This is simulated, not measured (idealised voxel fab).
voxel gate over fins: a process module
For reference, the cross-section in this document is cut, with width 245 nm and square cells of 5 nm.
A cross-section is written here as square cells arranged in a grid, and it is given in bands from the top down, each band taking up one or more rows of cells. Top, bottom (nm), then materials left to right with widths (nm); lone material tagged "full width" fills the whole band edge to edge; "air" = empty space. Height datum 0, below which the as-received substrate wafer is one material. Lowest band open at the bottom, running downward: "0 down". The expression "30 to 40" gives the width at the extremes of the band, the first number at its top row of cells and the second at its bottom row, with the width changing by equal amounts from each row to the next in between. "nothing was modified" -> step changed no cross-section cell. "Enclosed empty spaces" means: voids of 8 cells or more that are shut off from the top with no open way through. Written width x height at distance, distance from the left edge, in nm. If you see something after the settings on a step's line, that's the simulator's own remark about that step. overlay nm: right-of-plan distance of the mask on a masked step; negative values mean left-of-plan.

The following list gives the planned process steps:
1 RECEIVE [material Si]
2 CONFORMAL_DEP [material SiN] [thk nm 5]
3 MASKED_ETCH [tone cover] [mask id FINS] [width nm 15] [pitch nm 35] [etch materials SiN] [depth nm 5] [overlay nm 0]
4 MASKED_ETCH [tone cover] [mask id FINS] [width nm 15] [pitch nm 35] [etch materials Si] [depth nm 30] [overlay nm 0]
5 OXIDIZE [depth nm 5]
6 FILL_DEP [material SiO2] [thk nm 15]
7 CMP [height nm 5]
8 SELECTIVE_ETCH [etch materials SiO2] [depth nm 15]
9 STRIP [etch materials SiN]
10 CONFORMAL_DEP [material HfO2] [thk nm 5]
11 CONFORMAL_DEP [material TiN] [thk nm 5]
12 FILL_DEP [material W] [thk nm 15]
13 CMP [height nm 20]
14 CONFORMAL_DEP [material SiCN] [thk nm 10]

Wafer as received: cross-section following step 1:
0 down  Si full width
Enclosed empty spaces: none

End state of the module in cross-section, given the above starting point and plan and one mistake in execution:
30 to 20  SiCN full width
20 to 10  W full width
10 to 5  W 65 / TiN 25 / W 10 / TiN 25 / W 10 / TiN 25 / W 85
5 to 0  W 65 / TiN 5 / HfO2 15 / TiN 20 / HfO2 15 / TiN 20 / HfO2 15 / TiN 15 / W 75
0 to -5  TiN 70 / HfO2 5 / Si 5 / HfO2 15 / TiN 10 / HfO2 5 / Si 5 / HfO2 15 / TiN 10 / HfO2 5 / Si 5 / HfO2 15 / TiN 80
-5 to -10  HfO2 75 / Si 15 / HfO2 20 / Si 15 / HfO2 20 / Si 15 / HfO2 85
-10 to -35  SiO2 75 / Si 15 / SiO2 20 / Si 15 / SiO2 20 / Si 15 / SiO2 85
-35 down  Si full width
Enclosed empty spaces: none
What was done differently from what was planned? contrary to plan, step 3 was performed as MASKED_ETCH [tone cover] [mask id FINS] [width nm 15] [pitch nm 35] [etch materials SiN] [depth nm 5] [overlay nm -10]
